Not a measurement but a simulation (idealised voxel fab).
process module | voxel self aligned contacts
cross-section cut | 145 nm wide | cells 5 nm
A cross-section is a grid of square cells, given in bands from the top down. A band is one or more rows of cells.
Each band's line starts with the height of the band's top and of its bottom, in nm. Then come its materials from left to right, each with its width in nm. One material with "throughout" fills the band from edge to edge. "air" is empty space.
Height 0 is the level under which the wafer as received is all one material. The lowest band goes on downwards, as in "0 down".
A width such as "30 to 40" changes by the same amount from each row of cells to the next, from the band's top row to its bottom row.
"no change" after a step means that no cell of the cross-section changed.
closed voids: empty space of 8 cells or more with no open way to the top, each as width x height at its distance from the left edge, in nm
after a step's settings: what the simulator itself notes on the step
overlay nm, on a step with a mask: how far to the right of its planned place the mask lay; to the left if negative
plan
1 op RECEIVE | material Si
2 op CONFORMAL_DEP | material SiO2 | thk nm 5
3 op DIRECTIONAL_DEP | material polySi | thk nm 30
4 op DIRECTIONAL_DEP | material SiN | thk nm 20
5 op MASKED_ETCH | tone cover | mask id GATE | width nm 25 | pitch nm 60 | etch materials SiN | depth nm 20 | overlay nm 0
6 op MASKED_ETCH | tone cover | mask id GATE | width nm 25 | pitch nm 60 | etch materials polySi | depth nm 30 | overlay nm 0
7 op CONFORMAL_DEP | material SiN | thk nm 5
8 op DIRECTIONAL_ETCH | etch materials SiN | depth nm 5
9 op FILL_DEP | material SiO2 | thk nm 20
10 op CMP | height nm 65
11 op DIRECTIONAL_DEP | material aC | thk nm 15
12 op PATTERN | tone open | mask id CONTACT | material resist | width nm 45 | thk nm 30 | overlay nm 0
13 op DIRECTIONAL_ETCH | etch materials aC | depth nm 15
14 op STRIP | etch materials resist
15 op DIRECTIONAL_ETCH | etch materials SiO2 | depth nm 65
16 op STRIP | etch materials aC
17 op CONFORMAL_DEP | material TiN | thk nm 5
18 op FILL_DEP | material Ru | thk nm 5
19 op CMP | height nm 65
20 op CONFORMAL_DEP | material SiN | thk nm 5
as received, after step 1
  0 down: Si throughout
  closed voids: none
first wafer at the end, as planned
  70 to 65: SiN throughout
  65 to 55: SiO2 50 | TiN 5 to 15 | Ru 35 to 15 | TiN 5 to 15 | SiO2 50
  55 to 35: SiO2 25 | SiN 35 | TiN 5 | Ru 15 | TiN 5 | SiN 35 | SiO2 25
  35 to 5: SiO2 25 | SiN 5 | polySi 25 | SiN 5 | TiN 5 | Ru 15 | TiN 5 | SiN 5 | polySi 25 | SiN 5 | SiO2 25
  5 to 0: SiO2 60 | TiN 25 | SiO2 60
  0 down: Si throughout
  closed voids: none
second wafer at the end: like start, like plan, one mistake
  70 to 65: SiN throughout
  65 to 55: SiO2 60 | TiN 5 | Ru 35 to 15 | TiN 5 to 25 | SiO2 40
  55 to 35: SiO2 25 | SiN 35 | TiN 5 | Ru 15 | TiN 5 | SiN 35 | SiO2 25
  35 to 5: SiO2 25 | SiN 5 | polySi 25 | SiN 5 | TiN 5 | Ru 15 | TiN 5 | SiN 5 | polySi 25 | SiN 5 | SiO2 25
  5 to 0: SiO2 60 | TiN 25 | SiO2 60
  0 down: Si throughout
  closed voids: none
what went wrong: step 12 ran as: op PATTERN | tone open | mask id CONTACT | material resist | width nm 45 | thk nm 30 | overlay nm 10
at the end the second wafer has, in cells: as many of each material as the first, in other places
